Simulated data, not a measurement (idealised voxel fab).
Process module under the name voxel ribs on slabs
Section cut is 275 nm wide and gridded with 5 nm square cells.
Heads up, the way a cross-section reads in here is a grid of square cells, handed over as bands from the top down, with every band being one or more rows of cells.
Top height, bottom height, nm. Materials left to right, width each, nm. Single material + "edge to edge" = fills band edge to edge. "air" = empty.
Heights from 0 (as-received wafer is one material below). Bottom band endless downward, as "0 and below".
When a width is written as two numbers, as in "30..40", the first number is the width in the top row of cells of the band and the second is the width in its bottom row, and the width changes by the same amount from each row to the next.
It should be understood that the words "same as before", when stated for a given step, signify that the cross-section underwent no change in any of its cells during that step.
"Entrapped void list" means: voids of 8 cells or more that are shut off from the top with no open way through. Written width x height at distance, distance from the left edge, in nm.
Text after the settings on a step's line: the simulator's own remark on that step.
overlay nm: mask offset rightward from planned place, masked step; negative means leftward offset.

**Below is the list of planned process steps**
| 1 | RECEIVE | material Si |
| 2 | DIRECTIONAL_DEP | material SiO2 | thk nm 25 |
| 3 | DIRECTIONAL_DEP | material SiN | thk nm 15 |
| 4 | MASKED_ETCH | tone cover | mask id RIB | width nm 25 | etch materials SiN | depth nm 5 | overlay nm 0 |
| 5 | DIRECTIONAL_DEP | material aC | thk nm 15 |
| 6 | PATTERN | tone cover | mask id SLAB | material resist | width nm 55 | thk nm 35 | overlay nm 0 |
| 7 | DIRECTIONAL_ETCH | etch materials aC | depth nm 15 |
| 8 | STRIP | etch materials resist |
| 9 | DIRECTIONAL_ETCH | etch materials SiN | depth nm 10 |
| 10 | STRIP | etch materials aC |
| 11 | FILL_DEP | material SiO2 | thk nm 15 |
| 12 | CMP | height nm 50 |
| 13 | DIRECTIONAL_DEP | material W | thk nm 10 |
| 14 | PATTERN | tone cover | mask id HEATER | material resist | width nm 35 | thk nm 20 | overlay nm 0 |
| 15 | DIRECTIONAL_ETCH | etch materials W | depth nm 10 |
| 16 | STRIP | etch materials resist |
| 17 | CONFORMAL_DEP | material SiN | thk nm 10 |

**Cross-sectional view of the wafer in its as-received condition, corresponding to the state after step 1**
- 0 and below | Si edge to edge
- Entrapped void list: none

**Module complete - cross-section of the first of two wafers, run according to plan**
- 70 down to 60 | air (110), then SiN (55), then air (110)
- 60 down to 50 | SiN (120), then W (35), then SiN (120)
- 50 down to 40 | SiO2 edge to edge
- 40 down to 35 | SiO2 (125), then SiN (25), then SiO2 (125)
- 35 down to 25 | SiO2 (110), then SiN (55), then SiO2 (110)
- 25 down to 0 | SiO2 edge to edge
- 0 and below | Si edge to edge
- Entrapped void list: none

**Same start, same plan as the first wafer - but one mistake in the run. Cross-section of the second of the two at the end of the module**
- 70 down to 60 | air (110), then SiN (55), then air (110)
- 60 down to 50 | SiN (120), then W (35), then SiN (120)
- 50 down to 40 | aC edge to edge
- 40 down to 35 | aC (125), then SiN (25), then aC (125)
- 35 down to 25 | aC (110), then SiN (55), then aC (110)
- 25 down to 0 | SiO2 edge to edge
- 0 and below | Si edge to edge
- Entrapped void list: none
Processing error: it should be noted that step 11 was executed with settings other than those planned, the operation and settings actually applied being FILL_DEP | material aC | thk nm 15
at the end the second wafer has, in cells: -248 SiO2 | +248 aC
